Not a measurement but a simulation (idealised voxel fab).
Process module in this document: voxel local oxidation
In the cross-section labelled cut, the width is 240 nm and each square cell is 5 nm.
Reading order for cross-sections: top band down to bottom band. Underlying form: a grid of square cells. Band size: one or more rows of cells. A band entry consists of two parts. The first gives the height of the band's top and the height of its bottom, in nm. The rest lists the band's materials from left to right, each with its width in nm. A single material labelled with the word "everywhere" fills the band from edge to edge, and the word "air" marks empty space. The reference from which all heights are counted is 0, the level beneath which the as-received wafer is entirely one material; the lowest band, having no lower bound, proceeds downward and is written after the example "top 0, no bottom". So if you see something like "30 to 40" for the width, read it as the top row of the band sitting at the first number and the bottom row at the second, with every row in between moving by the same amount as the last. Where the words "same as before" appear for a step, the cross-section shows no cell changed by that step; every cell remained as before. Reported under the label "Enclosed void list" are the empty spaces having no open way to the top and comprising 8 cells or more; the notation for each is width x height at distance, in which the distance is measured from the left edge and all three values are in nm. Past the settings on a step's line: simulator remark, on that step. "overlay nm" on a masked step: distance the mask lay right of its planned place, negative for left. Before/after cross-section pairs, one process step each; after shown to lowest changed band; step and settings beneath. Pairs may be from different runs of this module on the same starting wafer; a pair continues from the one above only where its "Pre-step snapshot" entry says so.

Pre-step snapshot:
  top 0, no bottom = Si everywhere
  Enclosed void list: none

After:
  top 5, bottom 0 = SiO2 everywhere
  Heights below 0 show no change.
  Enclosed void list: none
In between the before and after cross-sections above, the step is CONFORMAL_DEP (material SiO2; thk nm 5)

Pre-step snapshot: per the after cross-section of the pair just above.

After:
  top 15, bottom 5 = SiN everywhere
  Heights below 5 show no change.
  Enclosed void list: none
In between the before and after cross-sections above, the step is CONFORMAL_DEP (material SiN; thk nm 10)

Pre-step snapshot: per the after cross-section of the pair just above.

After:
  top 30, bottom 15 = aC everywhere
  Heights below 15 show no change.
  Enclosed void list: none
In between the before and after cross-sections above, the step is DIRECTIONAL_DEP (material aC; thk nm 15)

Pre-step snapshot: per the after cross-section of the pair just above.

After:
  top 60, bottom 30 = 60 air  115 resist  65 air
  Heights below 30 show no change.
  Enclosed void list: none
In between the before and after cross-sections above, the step is PATTERN (tone cover; mask id ACTIVE; material resist; width nm 115; thk nm 30; overlay nm 0)

Pre-step snapshot: per the after cross-section of the pair just above.

After:
  top 45, bottom 30 = 60 air  115 resist  65 air
  top 30, bottom 15 = 60 air  115 aC  65 air
  Heights below 15 show no change.
  Enclosed void list: none
In between the before and after cross-sections above, the step is DIRECTIONAL_ETCH (etch materials aC; depth nm 15)

Pre-step snapshot: per the after cross-section of the pair just above.

After:
  top 30, bottom 15 = 60 air  115 aC  65 air
  Heights below 15 show no change.
  Enclosed void list: none
In between the before and after cross-sections above, the step is STRIP (etch materials resist)

Pre-step snapshot: per the after cross-section of the pair just above.

After:
  top 30, bottom 15 = 60 air  115 aC  65 air
  top 15, bottom 5 = 60 air  115 SiN  65 air
  Heights below 5 show no change.
  Enclosed void list: none
In between the before and after cross-sections above, the step is DIRECTIONAL_ETCH (etch materials SiN; depth nm 10)

Pre-step snapshot: per the after cross-section of the pair just above.

After:
  top 15, bottom 5 = 60 air  115 SiN  65 air
  Heights below 5 show no change.
  Enclosed void list: none
In between the before and after cross-sections above, the step is STRIP (etch materials aC)

Pre-step snapshot: per the after cross-section of the pair just above.

After:
  top 15, bottom 5 = 60 air  115 SiN  65 air
  top 5, bottom 0 = 65 air  105 SiO2  70 air
  Heights below 0 show no change.
  Enclosed void list: none
In between the before and after cross-sections above, the step is SELECTIVE_ETCH (etch materials SiO2; depth nm 5)

Pre-step snapshot: per the after cross-section of the pair just above.

After:
  top 15, bottom 5 = 60 air  115 SiN  65 air
  top 5, bottom 0 = 65 air  105 SiO2  70 air
  top 0, bottom -10 = 75 SiO2  85 Si  80 SiO2
  Heights below -10 show no change.
  Enclosed void list: none
In between the before and after cross-sections above, the step is OXIDIZE (depth nm 10)

Pre-step snapshot: per the after cross-section of the pair just above.

After:
  top 5, bottom 0 = 65 air  105 SiO2  70 air
  Heights below 0 show no change.
  Enclosed void list: none
In between the before and after cross-sections above, the step is STRIP (etch materials SiN)

Pre-step snapshot:
  top 0, no bottom = Si everywhere
  Enclosed void list: none

After:
  top 10, bottom 0 = SiN everywhere
  Heights below 0 show no change.
  Enclosed void list: none
In between the before and after cross-sections above, the step is CONFORMAL_DEP (material SiN; thk nm 10)

Pre-step snapshot: per the after cross-section of the pair just above.

After:
  top 25, bottom 10 = aC everywhere
  Heights below 10 show no change.
  Enclosed void list: none
In between the before and after cross-sections above, the step is DIRECTIONAL_DEP (material aC; thk nm 15)

Pre-step snapshot: per the after cross-section of the pair just above.

After:
  top 55, bottom 25 = 60 air  115 resist  65 air
  Heights below 25 show no change.
  Enclosed void list: none
In between the before and after cross-sections above, the step is PATTERN (tone cover; mask id ACTIVE; material resist; width nm 115; thk nm 30; overlay nm 0)

Pre-step snapshot: per the after cross-section of the pair just above.

After:
  top 40, bottom 25 = 60 air  115 resist  65 air
  top 25, bottom 10 = 60 air  115 aC  65 air
  Heights below 10 show no change.
  Enclosed void list: none
In between the before and after cross-sections above, the step is DIRECTIONAL_ETCH (etch materials aC; depth nm 15)

Pre-step snapshot: per the after cross-section of the pair just above.

After:
  top 25, bottom 10 = 60 air  115 aC  65 air
  Heights below 10 show no change.
  Enclosed void list: none
In between the before and after cross-sections above, the step is STRIP (etch materials resist)

Pre-step snapshot: per the after cross-section of the pair just above.

After:
  top 25, bottom 10 = 60 air  115 aC  65 air
  top 10, bottom 0 = 60 air  115 SiN  65 air
  Heights below 0 show no change.
  Enclosed void list: none
In between the before and after cross-sections above, the step is DIRECTIONAL_ETCH (etch materials SiN; depth nm 10)

Pre-step snapshot: per the after cross-section of the pair just above.

After:
  top 10, bottom 0 = 60 air  115 SiN  65 air
  Heights below 0 show no change.
  Enclosed void list: none
In between the before and after cross-sections above, the step is STRIP (etch materials aC)

Pre-step snapshot: per the after cross-section of the pair just above.

After:
  top 10, bottom 0 = 60 air  115 SiN  65 air
  top 0, bottom -10 = 70 SiO2  95 Si  75 SiO2
  Heights below -10 show no change.
  Enclosed void list: none
In between the before and after cross-sections above, the step is OXIDIZE (depth nm 10)

Pre-step snapshot: per the after cross-section of the pair just above.

After:
  top 0, bottom -10 = 70 SiO2  95 Si  75 SiO2
  Heights below -10 show no change.
  Enclosed void list: none
In between the before and after cross-sections above, the step is STRIP (etch materials SiN)

Pre-step snapshot:
  top 45, bottom 30 = 60 air  115 resist  65 air
  top 30, bottom 15 = 60 air  115 aC  65 air
  top 15, bottom 5 = SiN everywhere
  top 5, bottom 0 = SiO2 everywhere
  top 0, no bottom = Si everywhere
  Enclosed void list: none

After:
  top 45, bottom 30 = 60 air  115 resist  65 air
  top 30, bottom 15 = 60 air  115 aC  65 air
  top 15, bottom 5 = 60 air  115 SiN  65 air
  Heights below 5 show no change.
  Enclosed void list: none
In between the before and after cross-sections above, the step is DIRECTIONAL_ETCH (etch materials SiN; depth nm 10)

Pre-step snapshot: per the after cross-section of the pair just above.

After:
  top 30, bottom 15 = 60 air  115 aC  65 air
  Heights below 15 show no change.
  Enclosed void list: none
In between the before and after cross-sections above, the step is STRIP (etch materials resist)

Pre-step snapshot:
  top 0, no bottom = Si everywhere
  Enclosed void list: none

After:
  top 15, bottom 0 = SiO2 everywhere
  Heights below 0 show no change.
  Enclosed void list: none
In between the before and after cross-sections above, the step is CONFORMAL_DEP (material SiO2; thk nm 15)

Pre-step snapshot: per the after cross-section of the pair just above.

After:
  top 25, bottom 15 = SiN everywhere
  Heights below 15 show no change.
  Enclosed void list: none
In between the before and after cross-sections above, the step is CONFORMAL_DEP (material SiN; thk nm 10)

Pre-step snapshot: per the after cross-section of the pair just above.

After:
  top 40, bottom 25 = aC everywhere
  Heights below 25 show no change.
  Enclosed void list: none
In between the before and after cross-sections above, the step is DIRECTIONAL_DEP (material aC; thk nm 15)

Pre-step snapshot: per the after cross-section of the pair just above.

After:
  top 70, bottom 40 = 60 air  115 resist  65 air
  Heights below 40 show no change.
  Enclosed void list: none
In between the before and after cross-sections above, the step is PATTERN (tone cover; mask id ACTIVE; material resist; width nm 115; thk nm 30; overlay nm 0)

Pre-step snapshot: per the after cross-section of the pair just above.

After:
  top 55, bottom 40 = 60 air  115 resist  65 air
  top 40, bottom 25 = 60 air  115 aC  65 air
  Heights below 25 show no change.
  Enclosed void list: none
In between the before and after cross-sections above, the step is DIRECTIONAL_ETCH (etch materials aC; depth nm 15)

Pre-step snapshot: per the after cross-section of the pair just above.

After:
  top 40, bottom 25 = 60 air  115 aC  65 air
  Heights below 25 show no change.
  Enclosed void list: none
In between the before and after cross-sections above, the step is STRIP (etch materials resist)

Pre-step snapshot: per the after cross-section of the pair just above.

After:
  top 40, bottom 25 = 60 air  115 aC  65 air
  top 25, bottom 15 = 60 air  115 SiN  65 air
  Heights below 15 show no change.
  Enclosed void list: none
In between the before and after cross-sections above, the step is DIRECTIONAL_ETCH (etch materials SiN; depth nm 10)

Pre-step snapshot: per the after cross-section of the pair just above.

After:
  top 25, bottom 15 = 60 air  115 SiN  65 air
  Heights below 15 show no change.
  Enclosed void list: none
In between the before and after cross-sections above, the step is STRIP (etch materials aC)

Pre-step snapshot: per the after cross-section of the pair just above.

After:
  top 25, bottom 15 = 60 air  115 SiN  65 air
  top 15, bottom 10 = 65 air  105 SiO2  70 air
  Heights below 10 show no change.
  Enclosed void list: none
In between the before and after cross-sections above, the step is SELECTIVE_ETCH (etch materials SiO2; depth nm 5)

Pre-step snapshot: per the after cross-section of the pair just above.

After:
  top 15, bottom 10 = 65 air  105 SiO2  70 air
  Heights below 10 show no change.
  Enclosed void list: none
In between the before and after cross-sections above, the step is STRIP (etch materials SiN)

Pre-step snapshot:
  top 30, bottom 15 = aC everywhere
  top 15, bottom 5 = SiN everywhere
  top 5, bottom 0 = SiO2 everywhere
  top 0, no bottom = Si everywhere
  Enclosed void list: none

After:
  top 60, bottom 30 = 60 air  120 resist  60 air
  Heights below 30 show no change.
  Enclosed void list: none
In between the before and after cross-sections above, the step is PATTERN (tone cover; mask id ACTIVE; material resist; width nm 120; thk nm 30; overlay nm 0)

Pre-step snapshot: per the after cross-section of the pair just above.

After:
  top 45, bottom 30 = 60 air  120 resist  60 air
  top 30, bottom 15 = 60 air  120 aC  60 air
  Heights below 15 show no change.
  Enclosed void list: none
In between the before and after cross-sections above, the step is DIRECTIONAL_ETCH (etch materials aC; depth nm 15)

Pre-step snapshot: per the after cross-section of the pair just above.

After:
  top 30, bottom 15 = 60 air  120 aC  60 air
  Heights below 15 show no change.
  Enclosed void list: none
In between the before and after cross-sections above, the step is STRIP (etch materials resist)

Pre-step snapshot: per the after cross-section of the pair just above.

After:
  top 30, bottom 15 = 60 air  120 aC  60 air
  top 15, bottom 5 = 60 air  120 SiN  60 air
  Heights below 5 show no change.
  Enclosed void list: none
In between the before and after cross-sections above, the step is DIRECTIONAL_ETCH (etch materials SiN; depth nm 10)

Pre-step snapshot: per the after cross-section of the pair just above.

After:
  top 15, bottom 5 = 60 air  120 SiN  60 air
  Heights below 5 show no change.
  Enclosed void list: none
In between the before and after cross-sections above, the step is STRIP (etch materials aC)

Pre-step snapshot: per the after cross-section of the pair just above.

After:
  top 15, bottom 5 = 60 air  120 SiN  60 air
  top 5, bottom 0 = 65 air  110 SiO2  65 air
  Heights below 0 show no change.
  Enclosed void list: none
In between the before and after cross-sections above, the step is SELECTIVE_ETCH (etch materials SiO2; depth nm 5)

Pre-step snapshot: per the after cross-section of the pair just above.

After:
  top 15, bottom 5 = 60 air  120 SiN  60 air
  top 5, bottom 0 = 65 air  110 SiO2  65 air
  top 0, bottom -10 = 75 SiO2  90 Si  75 SiO2
  Heights below -10 show no change.
  Enclosed void list: none
In between the before and after cross-sections above, the step is OXIDIZE (depth nm 10)

Pre-step snapshot: per the after cross-section of the pair just above.

After:
  top 5, bottom 0 = 65 air  110 SiO2  65 air
  Heights below 0 show no change.
  Enclosed void list: none
In between the before and after cross-sections above, the step is STRIP (etch materials SiN)

Pre-step snapshot:
  top 30, bottom 15 = aC everywhere
  top 15, bottom 5 = SiN everywhere
  top 5, bottom 0 = SiO2 everywhere
  top 0, no bottom = Si everywhere
  Enclosed void list: none

After:
  top 60, bottom 30 = 50 air  115 resist  75 air
  Heights below 30 show no change.
  Enclosed void list: none
In between the before and after cross-sections above, the step is PATTERN (tone cover; mask id ACTIVE; material resist; width nm 115; thk nm 30; overlay nm -10)

Pre-step snapshot: per the after cross-section of the pair just above.

After:
  top 45, bottom 30 = 50 air  115 resist  75 air
  top 30, bottom 15 = 50 air  115 aC  75 air
  Heights below 15 show no change.
  Enclosed void list: none
In between the before and after cross-sections above, the step is DIRECTIONAL_ETCH (etch materials aC; depth nm 15)

Pre-step snapshot: per the after cross-section of the pair just above.

After:
  top 30, bottom 15 = 50 air  115 aC  75 air
  Heights below 15 show no change.
  Enclosed void list: none
In between the before and after cross-sections above, the step is STRIP (etch materials resist)

Pre-step snapshot: per the after cross-section of the pair just above.

After:
  top 30, bottom 15 = 50 air  115 aC  75 air
  top 15, bottom 5 = 50 air  115 SiN  75 air
  Heights below 5 show no change.
  Enclosed void list: none
In between the before and after cross-sections above, the step is DIRECTIONAL_ETCH (etch materials SiN; depth nm 10)

Pre-step snapshot: per the after cross-section of the pair just above.

After:
  top 15, bottom 5 = 50 air  115 SiN  75 air
  Heights below 5 show no change.
  Enclosed void list: none
In between the before and after cross-sections above, the step is STRIP (etch materials aC)

Pre-step snapshot: per the after cross-section of the pair just above.

After:
  top 15, bottom 5 = 50 air  115 SiN  75 air
  top 5, bottom 0 = 55 air  105 SiO2  80 air
  Heights below 0 show no change.
  Enclosed void list: none
In between the before and after cross-sections above, the step is SELECTIVE_ETCH (etch materials SiO2; depth nm 5)

Pre-step snapshot: per the after cross-section of the pair just above.

After:
  top 15, bottom 5 = 50 air  115 SiN  75 air
  top 5, bottom 0 = 55 air  105 SiO2  80 air
  top 0, bottom -10 = 65 SiO2  85 Si  90 SiO2
  Heights below -10 show no change.
  Enclosed void list: none
In between the before and after cross-sections above, the step is OXIDIZE (depth nm 10)

Pre-step snapshot: per the after cross-section of the pair just above.

After:
  top 5, bottom 0 = 55 air  105 SiO2  80 air
  Heights below 0 show no change.
  Enclosed void list: none
In between the before and after cross-sections above, the step is STRIP (etch materials SiN)

Pre-step snapshot:
  top 5, bottom 0 = SiO2 everywhere
  top 0, no bottom = Si everywhere
  Enclosed void list: none

After:
  top 15, bottom 0 = SiO2 everywhere
  Heights below 0 show no change.
  Enclosed void list: none
In between the before and after cross-sections above, the step is CONFORMAL_DEP (material SiO2; thk nm 10)

Pre-step snapshot: per the after cross-section of the pair just above.

After:
  top 30, bottom 15 = aC everywhere
  Heights below 15 show no change.
  Enclosed void list: none
In between the before and after cross-sections above, the step is DIRECTIONAL_DEP (material aC; thk nm 15)

Pre-step snapshot: per the after cross-section of the pair just above.

After:
  top 60, bottom 30 = 60 air  115 resist  65 air
  Heights below 30 show no change.
  Enclosed void list: none
In between the before and after cross-sections above, the step is PATTERN (tone cover; mask id ACTIVE; material resist; width nm 115; thk nm 30; overlay nm 0)

Pre-step snapshot: per the after cross-section of the pair just above.

After:
  top 45, bottom 30 = 60 air  115 resist  65 air
  top 30, bottom 15 = 60 air  115 aC  65 air
  Heights below 15 show no change.
  Enclosed void list: none
In between the before and after cross-sections above, the step is DIRECTIONAL_ETCH (etch materials aC; depth nm 15)

Pre-step snapshot: per the after cross-section of the pair just above.

After:
  top 30, bottom 15 = 60 air  115 aC  65 air
  Heights below 15 show no change.
  Enclosed void list: none
In between the before and after cross-sections above, the step is STRIP (etch materials resist)

Pre-step snapshot: per the after cross-section of the pair just above.

After:
  top 15, bottom 0 = SiO2 everywhere
  Heights below 0 show no change.
  Enclosed void list: none
In between the before and after cross-sections above, the step is STRIP (etch materials aC)

Pre-step snapshot: per the after cross-section of the pair just above.

After:
  top 10, bottom 0 = SiO2 everywhere
  Heights below 0 show no change.
  Enclosed void list: none
In between the before and after cross-sections above, the step is SELECTIVE_ETCH (etch materials SiO2; depth nm 5)

Pre-step snapshot:
  top 30, bottom 15 = aC everywhere
  top 15, bottom 5 = SiN everywhere
  top 5, bottom 0 = SiO2 everywhere
  top 0, no bottom = Si everywhere
  Enclosed void list: none

After:
  top 60, bottom 30 = 60 resist  115 air  65 resist
  Heights below 30 show no change.
  Enclosed void list: none
In between the before and after cross-sections above, the step is PATTERN (tone open; mask id ACTIVE; material resist; width nm 115; thk nm 30; overlay nm 0)

Pre-step snapshot: per the after cross-section of the pair just above.

After:
  top 45, bottom 30 = 60 resist  115 air  65 resist
  top 30, bottom 15 = 60 aC  115 air  65 aC
  Heights below 15 show no change.
  Enclosed void list: none
In between the before and after cross-sections above, the step is DIRECTIONAL_ETCH (etch materials aC; depth nm 15)

Pre-step snapshot: per the after cross-section of the pair just above.

After:
  top 30, bottom 15 = 60 aC  115 air  65 aC
  Heights below 15 show no change.
  Enclosed void list: none
In between the before and after cross-sections above, the step is STRIP (etch materials resist)

Pre-step snapshot: per the after cross-section of the pair just above.

After:
  top 30, bottom 15 = 60 aC  115 air  65 aC
  top 15, bottom 5 = 60 SiN  115 air  65 SiN
  Heights below 5 show no change.
  Enclosed void list: none
In between the before and after cross-sections above, the step is DIRECTIONAL_ETCH (etch materials SiN; depth nm 10)

Pre-step snapshot: per the after cross-section of the pair just above.

After:
  top 15, bottom 5 = 60 SiN  115 air  65 SiN
  Heights below 5 show no change.
  Enclosed void list: none
In between the before and after cross-sections above, the step is STRIP (etch materials aC)

Pre-step snapshot: per the after cross-section of the pair just above.

After:
  top 15, bottom 5 = 60 SiN  115 air  65 SiN
  top 5, bottom 0 = 55 SiO2  125 air  60 SiO2
  Heights below 0 show no change.
  Enclosed void list: none
In between the before and after cross-sections above, the step is SELECTIVE_ETCH (etch materials SiO2; depth nm 5)

Pre-step snapshot: per the after cross-section of the pair just above.

After:
  top 15, bottom 5 = 60 SiN  115 air  65 SiN
  top 5, bottom 0 = 55 SiO2  125 air  60 SiO2
  top 0, bottom -10 = 45 Si  145 SiO2  50 Si
  Heights below -10 show no change.
  Enclosed void list: none
In between the before and after cross-sections above, the step is OXIDIZE (depth nm 10)

Pre-step snapshot: per the after cross-section of the pair just above.

After:
  top 5, bottom 0 = 55 SiO2  125 air  60 SiO2
  Heights below 0 show no change.
  Enclosed void list: none
In between the before and after cross-sections above, the step is STRIP (etch materials SiN)
